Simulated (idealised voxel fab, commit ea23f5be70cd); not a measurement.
Title: Process Module voxel capacitor over wiring
Cross-section cut: width 295 nm, square cells of 5 nm.
Reading order for cross-sections: top band down to bottom band. Underlying form: a grid of square cells. Band size: one or more rows of cells. Top height, bottom height, nm. Materials left to right, width each, nm. Single material + "all across" = fills band edge to edge. "air" = empty. Height reference: 0 = level under which incoming wafer is all one material. Lowest band: no bottom, runs on downward, e.g. "top 0, no bottom". Per-row width for "30..40": begins at first number (top row of band), ends at second number (bottom row), increment between rows held constant. A step reported as "no modification" is a step in which no cell of the cross-section changed. "Closed void roster": sealed empty spaces, 8 cells or more, no open way to top, listed width x height at distance, with distance from the left edge and width, height and distance in nm. Text after the settings on a step's line: the simulator's own remark on that step. overlay nm: mask right of planned place by this much (step with mask). Neg. = left.
[Process steps (planned)]
1) RECEIVE with material Si
2) CONFORMAL_DEP with material SiO2, thk nm 15
3) DIRECTIONAL_DEP with material TiN, thk nm 5
4) DIRECTIONAL_DEP with material W, thk nm 15
5) PATTERN with tone cover, mask id METAL_1, material resist, width nm 25, pitch nm 95, thk nm 15, overlay nm 0
6) DIRECTIONAL_ETCH with etch materials W, depth nm 15
7) DIRECTIONAL_ETCH with etch materials TiN, depth nm 5
8) STRIP with etch materials resist
9) CONFORMAL_DEP with material SiCN, thk nm 5
10) FILL_DEP with material SiO2, thk nm 5
11) CMP with height nm 35
12) CONFORMAL_DEP with material SiCN, thk nm 5
13) DIRECTIONAL_DEP with material lowk, thk nm 15
14) MASKED_ETCH with tone open, mask id PLUG_1, width nm 15, etch materials lowk, depth nm 15, overlay nm 0
15) MASKED_ETCH with tone open, mask id PLUG_1, width nm 15, etch materials SiCN, depth nm 5, overlay nm 0
16) CONFORMAL_DEP with material TiN, thk nm 5
17) FILL_DEP with material Ru, thk nm 5
18) CMP with height nm 55
19) DIRECTIONAL_DEP with material TiN, thk nm 5
20) DIRECTIONAL_DEP with material Al2O3, thk nm 5
21) DIRECTIONAL_DEP with material TiN, thk nm 5
22) DIRECTIONAL_DEP with material aC, thk nm 15
23) PATTERN with tone cover, mask id UPPER_PLATE, material resist, width nm 75, thk nm 35, overlay nm 0
24) DIRECTIONAL_ETCH with etch materials aC, depth nm 15
25) STRIP with etch materials resist
26) DIRECTIONAL_ETCH with etch materials TiN, depth nm 5
27) DIRECTIONAL_ETCH with etch materials Al2O3, depth nm 5
28) STRIP with etch materials aC
29) DIRECTIONAL_DEP with material aC, thk nm 10
30) PATTERN with tone cover, mask id LOWER_PLATE, material resist, width nm 85, thk nm 25, overlay nm 0
31) DIRECTIONAL_ETCH with etch materials aC, depth nm 10
32) STRIP with etch materials resist
33) DIRECTIONAL_ETCH with etch materials TiN, depth nm 5
34) STRIP with etch materials aC
35) FILL_DEP with material SiO2, thk nm 20
36) CMP with height nm 85
37) PATTERN with tone open, mask id PLUG_2, material resist, width nm 15, thk nm 20, overlay nm 0
38) DIRECTIONAL_ETCH with etch materials SiO2, depth nm 15
39) STRIP with etch materials resist
40) CONFORMAL_DEP with material TiN, thk nm 5
41) FILL_DEP with material W, thk nm 5
42) CMP with height nm 85
43) CONFORMAL_DEP with material SiN, thk nm 5
[As-received state of the wafer in cross-section, equivalent to post-step 1]
  top 0, no bottom: Si all across
  Closed void roster: none
[End-of-module cross-section. Starting structure and process plan as above; one mistake made in running it]
  top 90, bottom 85: SiN all across
  top 85, bottom 75: SiO2: 105 / TiN: 5 / W: 5 / TiN: 5 / SiO2: 175
  top 75, bottom 65: SiO2: 105..95 / TiN: 15..75 / SiO2: 175..125
  top 65, bottom 60: SiO2: 95 / Al2O3: 75 / SiO2: 125
  top 60, bottom 55: SiO2: 90 / TiN: 85 / SiO2: 120
  top 55, bottom 40: lowk: 95 / TiN: 5 / Ru: 5 / TiN: 5 / lowk: 185
  top 40, bottom 35: SiCN: 95 / TiN: 15 / SiCN: 185
  top 35, bottom 30: SiCN: 85 / TiN: 25 / SiCN: 70 / TiN: 25 / SiCN: 90
  top 30, bottom 0: SiO2 all across
  top 0, no bottom: Si all across
  Closed void roster: none
It is concluded that the wafer was processed incorrectly with respect to the plan, in that the plan had its step 2 run twice
